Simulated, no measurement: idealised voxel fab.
process module | voxel self aligned contacts
cross-section cut | 215 nm wide | cells 5 nm
A cross-section is a grid of square cells, given in bands from the top down. A band is one or more rows of cells.
Each band's line starts with the height of the band's top and of its bottom, in nm. Then come its materials from left to right, each with its width in nm. One material with "throughout" fills the band from edge to edge. "air" is empty space.
Height 0 is the level under which the wafer as received is all one material. The lowest band goes on downwards, as in "0 down".
A width such as "30 to 40" changes by the same amount from each row of cells to the next, from the band's top row to its bottom row.
"no change" after a step means that no cell of the cross-section changed.
closed voids: empty space of 8 cells or more with no open way to the top, each as width x height at its distance from the left edge, in nm
after a step's settings: what the simulator itself notes on the step
overlay nm, on a step with a mask: how far to the right of its planned place the mask lay; to the left if negative
plan
1 op RECEIVE | material Si
2 op CONFORMAL_DEP | material SiO2 | thk nm 5
3 op DIRECTIONAL_DEP | material polySi | thk nm 20
4 op DIRECTIONAL_DEP | material SiN | thk nm 25
5 op PATTERN | tone cover | mask id GATE | material resist | width nm 35 | pitch nm 75 | thk nm 15 | overlay nm 0
6 op DIRECTIONAL_ETCH | etch materials SiN | depth nm 25
7 op DIRECTIONAL_ETCH | etch materials polySi | depth nm 20
8 op STRIP | etch materials resist
9 op CONFORMAL_DEP | material SiN | thk nm 10
10 op DIRECTIONAL_ETCH | etch materials SiN | depth nm 10
11 op FILL_DEP | material SiO2 | thk nm 20
12 op CMP | height nm 60
13 op DIRECTIONAL_DEP | material aC | thk nm 10
14 op PATTERN | tone open | mask id CONTACT | material resist | width nm 50 | pitch nm 75 | thk nm 25 | overlay nm 0
15 op DIRECTIONAL_ETCH | etch materials aC | depth nm 10
16 op STRIP | etch materials resist
17 op DIRECTIONAL_ETCH | etch materials SiO2 | depth nm 60
18 op STRIP | etch materials aC
19 op CONFORMAL_DEP | material TiN | thk nm 5
20 op FILL_DEP | material Ru | thk nm 10
21 op CMP | height nm 60
22 op CONFORMAL_DEP | material SiCN | thk nm 5
as received, after step 1
  0 down: Si throughout
  closed voids: none
first wafer at the end, as planned
  65 to 60: SiCN throughout
  60 to 50: SiO2 45 | TiN 5 to 20 | Ru 40 to 10 | TiN 5 to 20 | SiO2 25 | TiN 5 to 20 | Ru 40 to 10 | TiN 5 to 20 | SiO2 45
  50 to 25: SiO2 5 | SiN 55 | TiN 5 | Ru 10 | TiN 5 | SiN 55 | TiN 5 | Ru 10 | TiN 5 | SiN 55 | SiO2 5
  25 to 5: SiO2 5 | SiN 10 | polySi 35 | SiN 10 | TiN 5 | Ru 10 | TiN 5 | SiN 10 | polySi 35 | SiN 10 | TiN 5 | Ru 10 | TiN 5 | SiN 10 | polySi 35 | SiN 10 | SiO2 5
  5 to 0: SiO2 60 | TiN 20 | SiO2 55 | TiN 20 | SiO2 60
  0 down: Si throughout
  closed voids: none
second wafer at the end: like start, like plan, one mistake
  65 to 60: SiCN throughout
  60 to 50: SiO2 40 | TiN 5 to 25 | Ru 40 to 10 | TiN 5 to 15 | SiO2 25 | TiN 5 to 25 | Ru 40 to 10 | TiN 5 to 15 | SiO2 50
  50 to 25: SiO2 5 | SiN 55 | TiN 5 | Ru 10 | TiN 5 | SiN 55 | TiN 5 | Ru 10 | TiN 5 | SiN 55 | SiO2 5
  25 to 5: SiO2 5 | SiN 10 | polySi 35 | SiN 10 | TiN 5 | Ru 10 | TiN 5 | SiN 10 | polySi 35 | SiN 10 | TiN 5 | Ru 10 | TiN 5 | SiN 10 | polySi 35 | SiN 10 | SiO2 5
  5 to 0: SiO2 60 | TiN 20 | SiO2 55 | TiN 20 | SiO2 60
  0 down: Si throughout
  closed voids: none
what went wrong: step 14 ran as: op PATTERN | tone open | mask id CONTACT | material resist | width nm 50 | pitch nm 75 | thk nm 25 | overlay nm -5
at the end the second wafer has, in cells: as many of each material as the first, in other places
